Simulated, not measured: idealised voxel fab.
The process module that follows is named voxel wiring stack.
The cross-section on display is named cut; it measures 270 nm wide, and its cells are 5 nm squares.
For the purposes of this document, a cross-section shall be understood as a grid of square cells, specified as bands listed in top-to-bottom order, each band consisting of one or more rows of cells. In this notation a band is specified by the heights of its top and bottom, in that order and in nm, after which its materials appear from left to right, each paired with its width in nm. The word "throughout" attached to a single material means that material fills the band from edge to edge; the word "empty" stands for empty space. All heights in this document are referenced to 0, defined as the level beneath which the wafer, as received, consists entirely of one material. The lowest band is not bounded below; it extends indefinitely downward and is written in the form "z 0 and below". Quick explanation for "30 to 40": the width changes in equal steps down the rows of cells, from the first number in the band's top row to the second number in its bottom row. The cross-section has no changed cell in any step marked "remained unchanged". The label "Closed cavity list" introduces a list of the empty spaces, 8 cells or larger, that have no open way up to the top; each entry in it reads width x height at distance, where the distance is taken from the left edge and all three are stated in nm. The remark found on a step's line after its settings is issued by the simulator itself and pertains to that step. overlay nm: right-of-plan distance of the mask on a masked step; negative values mean left-of-plan.
## The steps planned for the process are as follows
- 1: RECEIVE: material Si
- 2: CONFORMAL_DEP: material SiO2, thk nm 10
- 3: DIRECTIONAL_DEP: material TiN, thk nm 5
- 4: DIRECTIONAL_DEP: material W, thk nm 20
- 5: MASKED_ETCH: tone cover, mask id METAL_1, width nm 25, pitch nm 55, etch materials W, depth nm 20, overlay nm 0
- 6: MASKED_ETCH: tone cover, mask id METAL_1, width nm 25, pitch nm 55, etch materials TiN, depth nm 5, overlay nm 0
- 7: CONFORMAL_DEP: material SiCN, thk nm 5
- 8: FILL_DEP: material SiO2, thk nm 5
- 9: CMP: height nm 35
- 10: CONFORMAL_DEP: material SiCN, thk nm 5
- 11: DIRECTIONAL_DEP: material lowk, thk nm 15
- 12: DIRECTIONAL_DEP: material aC, thk nm 15
- 13: PATTERN: tone open, mask id PLUG_1, material resist, width nm 15, pitch nm 55, thk nm 30, overlay nm 0
- 14: DIRECTIONAL_ETCH: etch materials aC, depth nm 15
- 15: STRIP: etch materials resist
- 16: DIRECTIONAL_ETCH: etch materials lowk, depth nm 15
- 17: DIRECTIONAL_ETCH: etch materials SiCN, depth nm 5
- 18: STRIP: etch materials aC
- 19: CONFORMAL_DEP: material TiN, thk nm 5
- 20: FILL_DEP: material Cu, thk nm 10
- 21: CMP: height nm 55
- 22: DIRECTIONAL_DEP: material TiN, thk nm 5
- 23: DIRECTIONAL_DEP: material Ru, thk nm 20
- 24: DIRECTIONAL_DEP: material aC, thk nm 15
- 25: PATTERN: tone cover, mask id METAL_2, material resist, width nm 25, pitch nm 55, thk nm 35, overlay nm 0
- 26: DIRECTIONAL_ETCH: etch materials aC, depth nm 15
- 27: STRIP: etch materials resist
- 28: DIRECTIONAL_ETCH: etch materials Ru, depth nm 20
- 29: DIRECTIONAL_ETCH: etch materials TiN, depth nm 5
- 30: STRIP: etch materials aC
- 31: FILL_DEP: material SiO2, thk nm 5
- 32: CMP: height nm 80
- 33: CONFORMAL_DEP: material SiCN, thk nm 5
- 34: DIRECTIONAL_DEP: material lowk, thk nm 30
- 35: PATTERN: tone open, mask id METAL_3, material resist, width nm 25, pitch nm 55, thk nm 20, overlay nm 0
- 36: DIRECTIONAL_ETCH: etch materials lowk, depth nm 15
- 37: STRIP: etch materials resist
- 38: DIRECTIONAL_DEP: material aC, thk nm 15
- 39: PATTERN: tone open, mask id METAL_3_HOLES, material resist, width nm 15, thk nm 35, overlay nm 0
- 40: DIRECTIONAL_ETCH: etch materials aC, depth nm 15
- 41: STRIP: etch materials resist
- 42: DIRECTIONAL_ETCH: etch materials lowk, depth nm 15
- 43: DIRECTIONAL_ETCH: etch materials SiCN, depth nm 5
- 44: STRIP: etch materials aC
- 45: CONFORMAL_DEP: material TiN, thk nm 5
- 46: FILL_DEP: material Cu, thk nm 10
- 47: CMP: height nm 115
- 48: CONFORMAL_DEP: material SiN, thk nm 5
## Wafer at receipt (post step 1), cross-section
	z 0 and below = Si throughout
	Closed cavity list: none
## End state of the module in cross-section, given the above starting point and plan and one mistake in execution
	z 120 to 115 = SiN throughout
	z 115 to 105 = 95 lowk / 5 TiN / 15 Cu / 5 TiN / 30 lowk / 5 TiN / 15 Cu / 5 TiN / 95 lowk
	z 105 to 100 = 95 lowk / 5 TiN / 5 Cu / 15 TiN / 30 lowk / 25 TiN / 95 lowk
	z 100 to 85 = 95 lowk / 5 TiN / 5 Cu / 5 TiN / 160 lowk
	z 85 to 80 = 95 SiCN / 15 TiN / 160 SiCN
	z 80 to 60 = 95 SiO2 / 25 Ru / 30 SiO2 / 25 Ru / 95 SiO2
	z 60 to 55 = 95 SiO2 / 25 TiN / 30 SiO2 / 25 TiN / 95 SiO2
	z 55 to 40 = Ru throughout
	z 40 to 35 = SiCN throughout
	z 35 to 15 = 90 SiO2 / 5 SiCN / 25 W / 5 SiCN / 20 SiO2 / 5 SiCN / 25 W / 5 SiCN / 90 SiO2
	z 15 to 10 = 95 SiCN / 25 TiN / 30 SiCN / 25 TiN / 95 SiCN
	z 10 to 0 = SiO2 throughout
	z 0 and below = Si throughout
	Closed cavity list: none
Here's what went sideways: step 11 did not happen as planned, as run it was DIRECTIONAL_DEP: material Ru, thk nm 15
